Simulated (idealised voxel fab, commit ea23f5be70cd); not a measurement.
process module | voxel self aligned contacts
cross-section cut | 230 nm wide | cells 5 nm
A cross-section is a grid of square cells, given in bands from the top down. A band is one or more rows of cells.
Each band's line starts with the height of the band's top and of its bottom, in nm. Then come its materials from left to right, each with its width in nm. One material with "throughout" fills the band from edge to edge. "air" is empty space.
Height 0 is the level under which the wafer as received is all one material. The lowest band goes on downwards, as in "0 down".
A width such as "30 to 40" changes by the same amount from each row of cells to the next, from the band's top row to its bottom row.
"no change" after a step means that no cell of the cross-section changed.
closed voids: empty space of 8 cells or more with no open way to the top, each as width x height at its distance from the left edge, in nm
after a step's settings: what the simulator itself notes on the step
overlay nm, on a step with a mask: how far to the right of its planned place the mask lay; to the left if negative
plan
1 op RECEIVE | material Si
2 op OXIDIZE | depth nm 5
3 op DIRECTIONAL_DEP | material polySi | thk nm 30
4 op DIRECTIONAL_DEP | material SiN | thk nm 20
5 op PATTERN | tone cover | mask id GATE | material resist | width nm 35 | pitch nm 70 | thk nm 20 | overlay nm 0
6 op DIRECTIONAL_ETCH | etch materials SiN | depth nm 20
7 op DIRECTIONAL_ETCH | etch materials polySi | depth nm 30
8 op STRIP | etch materials resist
9 op CONFORMAL_DEP | material SiN | thk nm 5
10 op DIRECTIONAL_ETCH | etch materials SiN | depth nm 5
11 op FILL_DEP | material SiO2 | thk nm 20
12 op CMP | height nm 60
13 op MASKED_ETCH | tone open | mask id CONTACT | width nm 55 | etch materials SiO2 | depth nm 65 | overlay nm 0
14 op CONFORMAL_DEP | material TiN | thk nm 5
15 op FILL_DEP | material W | thk nm 5
16 op CMP | height nm 60
17 op CONFORMAL_DEP | material SiN | thk nm 5
as received, after step 1
  0 down: Si throughout
  closed voids: none
first wafer at the end, as planned
  65 to 60: SiN throughout
  60 to 50: SiO2 85 | TiN 5 to 20 | W 45 to 15 | TiN 5 to 20 | SiO2 90
  50 to 30: SiO2 55 | SiN 45 | TiN 5 | W 15 | TiN 5 | SiN 45 | SiO2 60
  30 to 0: SiO2 55 | SiN 5 | polySi 35 | SiN 5 | TiN 5 | W 15 | TiN 5 | SiN 5 | polySi 35 | SiN 5 | SiO2 60
  0 to -5: SiO2 100 | TiN 25 | SiO2 105
  -5 down: Si throughout
  closed voids: none
second wafer at the end: like start, like plan, one mistake
  65 to 60: SiN throughout
  60 to 50: SiO2 85 | TiN 5 to 20 | W 45 to 15 | TiN 5 to 20 | SiO2 90
  50 to 30: SiO2 55 | SiN 45 | TiN 5 | W 15 | TiN 5 | SiN 45 | SiO2 60
  30 to 10: SiO2 55 | SiN 5 | polySi 35 | SiN 5 | TiN 5 | W 15 | TiN 5 | SiN 5 | polySi 35 | SiN 5 | SiO2 60
  10 to 5: SiO2 55 | SiN 5 | polySi 35 | SiN 5 | TiN 25 | SiN 5 | polySi 35 | SiN 5 | SiO2 60
  5 to 0: SiN 60 | polySi 35 | SiN 35 | polySi 35 | SiN 65
  0 to -5: SiO2 throughout
  -5 down: Si throughout
  closed voids: none
what went wrong: steps 9 and 10 were swapped
at the end the second wafer has, in cells: 28 more of SiN | 18 fewer of SiO2 | 4 fewer of TiN | 6 fewer of W
